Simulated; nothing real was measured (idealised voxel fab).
Proc. module: voxel self aligned contacts
Shown is cross-section cut, with a width of 245 nm and square cells of size 5 nm.
Cross-section layout: square cells on a grid; listed as bands, top to bottom; a band spans one or more cell rows.
The entry gives the band's vertical extent as a top height and a bottom height in nm, then its horizontal make-up as materials from left to right, each with a width in nm. "blank" stands for empty space; a single material marked "all across" fills the band edge to edge.
Convention: height 0 is the level below which the wafer, as received, is all one material. The lowest band does not terminate at the bottom but continues downward, represented as "0 -> down".
The notation "30->40" denotes a width that varies across the rows of cells in the band, beginning at the first number in the top row, finishing at the second number in the bottom row, and changing by an identical amount from each row to the next.
Where the words "all unchanged" appear for a step, the cross-section shows no cell changed by that step; every cell remained as before.
"Non-vented voids" enumerates empty spaces isolated from the top, with no open way to it, that contain at least 8 cells, giving each as width x height at distance from the left edge, all three in nm.
Where a step's line continues beyond its settings, the continuation is a remark by the simulator itself on that step.
overlay nm: mask offset rightward from planned place, masked step; negative means leftward offset.

Process steps (planned)
1. RECEIVE, material Si
2. CONFORMAL_DEP, material SiO2, thk nm 5
3. DIRECTIONAL_DEP, material polySi, thk nm 20
4. DIRECTIONAL_DEP, material SiN, thk nm 25
5. DIRECTIONAL_DEP, material aC, thk nm 10
6. PATTERN, tone cover, mask id GATE, material resist, width nm 25, pitch nm 70, thk nm 30, overlay nm 0
7. DIRECTIONAL_ETCH, etch materials aC, depth nm 10
8. STRIP, etch materials resist
9. DIRECTIONAL_ETCH, etch materials SiN, depth nm 25
10. DIRECTIONAL_ETCH, etch materials polySi, depth nm 20
11. STRIP, etch materials aC
12. CONFORMAL_DEP, material SiN, thk nm 10
13. DIRECTIONAL_ETCH, etch materials SiN, depth nm 10
14. FILL_DEP, material SiO2, thk nm 10
15. CMP, height nm 55
16. MASKED_ETCH, tone open, mask id CONTACT, width nm 55, pitch nm 70, etch materials SiO2, depth nm 55, overlay nm 0
17. CONFORMAL_DEP, material TiN, thk nm 5
18. FILL_DEP, material W, thk nm 5
19. CMP, height nm 55
20. CONFORMAL_DEP, material SiCN, thk nm 5

As-received wafer cross-section (after step 1)
> 0 -> down  Si all across
> Non-vented voids: none

End-of-module XS, first of two wafers, run as planned
> 60 -> 55  SiCN all across
> 55 -> 50  SiO2=60, then TiN=20, then W=15, then TiN=20, then SiO2=15, then TiN=20, then W=15, then TiN=20, then SiO2=60
> 50 -> 25  SiO2=30, then SiN=45, then TiN=5, then W=15, then TiN=5, then SiN=45, then TiN=5, then W=15, then TiN=5, then SiN=45, then SiO2=30
> 25 -> 5  SiO2=30, then SiN=10, then polySi=25, then SiN=10, then TiN=5, then W=15, then TiN=5, then SiN=10, then polySi=25, then SiN=10, then TiN=5, then W=15, then TiN=5, then SiN=10, then polySi=25, then SiN=10, then SiO2=30
> 5 -> 0  SiO2=75, then TiN=25, then SiO2=45, then TiN=25, then SiO2=75
> 0 -> down  Si all across
> Non-vented voids: none

Presented here is a cross-section of the second of the two wafers as it stood at the end of the module. It was started in the same manner and assigned the same plan as the first wafer; however, one mistake was made in its execution
> 60 -> 55  SiCN all across
> 55 -> 50  SiO2=60, then TiN=20, then W=20, then TiN=15, then SiO2=15, then TiN=20, then W=20, then TiN=15, then SiO2=60
> 50 -> 25  SiO2=35, then SiN=40, then TiN=5, then W=20, then TiN=5, then SiN=40, then TiN=5, then W=20, then TiN=5, then SiN=40, then SiO2=30
> 25 -> 5  SiO2=35, then SiN=10, then polySi=20, then SiN=10, then TiN=5, then W=20, then TiN=5, then SiN=10, then polySi=20, then SiN=10, then TiN=5, then W=20, then TiN=5, then SiN=10, then polySi=20, then SiN=10, then SiO2=30
> 5 -> 0  SiO2=75, then TiN=30, then SiO2=40, then TiN=30, then SiO2=70
> 0 -> down  Si all across
> Non-vented voids: none
So what did we get wrong on this run? step 6 went in with a setting other than planned; the actual run was PATTERN, tone cover, mask id GATE, material resist, width nm 20, pitch nm 70, thk nm 30, overlay nm 0
Per the end-of-run cell counts, the second wafer holds more or fewer of some materials than the first: -15 SiN, +7 SiO2, +20 W, -12 polySi
